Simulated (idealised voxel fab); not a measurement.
voxel fin reveal: a process module
Xsec cut, 215 nm wide, square cell size 5 nm.
Bands, listed from the top down, are how a cross-section gets written in this document; the cross-section itself is a grid of square cells, and a band is one or more rows of them.
The band entry comprises the height of the band's top followed by the height of its bottom, expressed in nm, and subsequently the band's materials from left to right, each stated together with its width in nm. Where a single material is marked with the word "throughout", that material fills the band from edge to edge. The word "empty" represents empty space.
Height 0 is the level under which the wafer as received is all one material. The lowest band goes on downwards, as in "z 0 and below".
Top row gets the first number, bottom row gets the second, and each row in between changes by the same step: that is how a band width like "30..40" works.
"nothing different" after a step means that no cell of the cross-section changed.
So "Closed void listing" is basically the list of trapped voids: any empty space of 8 cells or more that can't reach the top through an opening. They're written width x height at distance, the distance being from the left edge, and it's all nm.
Text after the settings on a step's line: the simulator's own remark on that step.
For masked steps, "overlay nm" on the step line gives how far right of plan the mask actually lay; a minus sign means it lay to the left.
**Steps in the process plan**
| 1 | RECEIVE [material Si] |
| 2 | CONFORMAL_DEP [material SiN] [thk nm 5] |
| 3 | PATTERN [tone cover] [mask id FINS] [material resist] [width nm 15] [pitch nm 40] [thk nm 15] [overlay nm 0] |
| 4 | DIRECTIONAL_ETCH [etch materials SiN] [depth nm 5] |
| 5 | DIRECTIONAL_ETCH [etch materials Si] [depth nm 40] |
| 6 | STRIP [etch materials resist] |
| 7 | FILL_DEP [material SiO2] [thk nm 15] |
| 8 | CMP [height nm 5] |
| 9 | SELECTIVE_ETCH [etch materials SiO2] [depth nm 15] |
| 10 | STRIP [etch materials SiN] |
**Run as planned: first of two wafers**
**Cross-section, incoming material, after step 1**
    z 0 and below = Si throughout
    Closed void listing: none
**Cross-section: wafer state after step 2**
    z 5 to 0 = SiN throughout
    All layers under 0 are left as they were.
**Cross-section: wafer state after step 3**
    z 20 to 5 = empty (60)  resist (15)  empty (25)  resist (15)  empty (25)  resist (15)  empty (60)
    All layers under 5 are left as they were.
**Cross-section: wafer state after step 4**
    z 20 to 5 = empty (60)  resist (15)  empty (25)  resist (15)  empty (25)  resist (15)  empty (60)
    z 5 to 0 = empty (60)  SiN (15)  empty (25)  SiN (15)  empty (25)  SiN (15)  empty (60)
    All layers under 0 are left as they were.
**Cross-section: wafer state after step 5**
    z 20 to 5 = empty (60)  resist (15)  empty (25)  resist (15)  empty (25)  resist (15)  empty (60)
    z 5 to 0 = empty (60)  SiN (15)  empty (25)  SiN (15)  empty (25)  SiN (15)  empty (60)
    z 0 to -40 = empty (60)  Si (15)  empty (25)  Si (15)  empty (25)  Si (15)  empty (60)
    All layers under -40 are left as they were.
**Cross-section: wafer state after step 6**
    z 5 to 0 = empty (60)  SiN (15)  empty (25)  SiN (15)  empty (25)  SiN (15)  empty (60)
    All layers under 0 are left as they were.
**Cross-section: wafer state after step 7**
    z 20 to 5 = SiO2 throughout
    z 5 to 0 = SiO2 (60)  SiN (15)  SiO2 (25)  SiN (15)  SiO2 (25)  SiN (15)  SiO2 (60)
    z 0 to -40 = SiO2 (60)  Si (15)  SiO2 (25)  Si (15)  SiO2 (25)  Si (15)  SiO2 (60)
    All layers under -40 are left as they were.
**Cross-section: wafer state after step 8**
    z 5 to 0 = SiO2 (60)  SiN (15)  SiO2 (25)  SiN (15)  SiO2 (25)  SiN (15)  SiO2 (60)
    All layers under 0 are left as they were.
**Cross-section: wafer state after step 9**
    z 5 to 0 = empty (60)  SiN (15)  empty (25)  SiN (15)  empty (25)  SiN (15)  empty (60)
    z 0 to -10 = empty (60)  Si (15)  empty (25)  Si (15)  empty (25)  Si (15)  empty (60)
    All layers under -10 are left as they were.
**Cross-section: wafer state after step 10**
    z 0 to -10 = empty (60)  Si (15)  empty (25)  Si (15)  empty (25)  Si (15)  empty (60)
    All layers under -10 are left as they were.
**Second wafer, same starting conditions and recipe as the first, one mistake in executing it, nothing differs from the first up to and including step 7**
**Cross-sectional representation of the second wafer at the time designated in the plan for the completion of step 8**
    z -5 to -40 = SiO2 (60)  Si (15)  SiO2 (25)  Si (15)  SiO2 (25)  Si (15)  SiO2 (60)
    All layers under -40 are left as they were.
**Cross-sectional representation of the second wafer at the time designated in the plan for the completion of step 9**
    z -5 to -20 = empty (60)  Si (15)  empty (25)  Si (15)  empty (25)  Si (15)  empty (60)
    All layers under -20 are left as they were.
Cross-sectional representation of the second wafer at the time designated in the plan for the completion of step 10: nothing different
In executing the process, a mistake was made relative to the plan: contrary to plan, step 8 was performed as CMP [height nm -5]
Wafer comparison, final, in cells, second relative to first, materials more or fewer: Si: 9 fewer; SiO2: 68 fewer
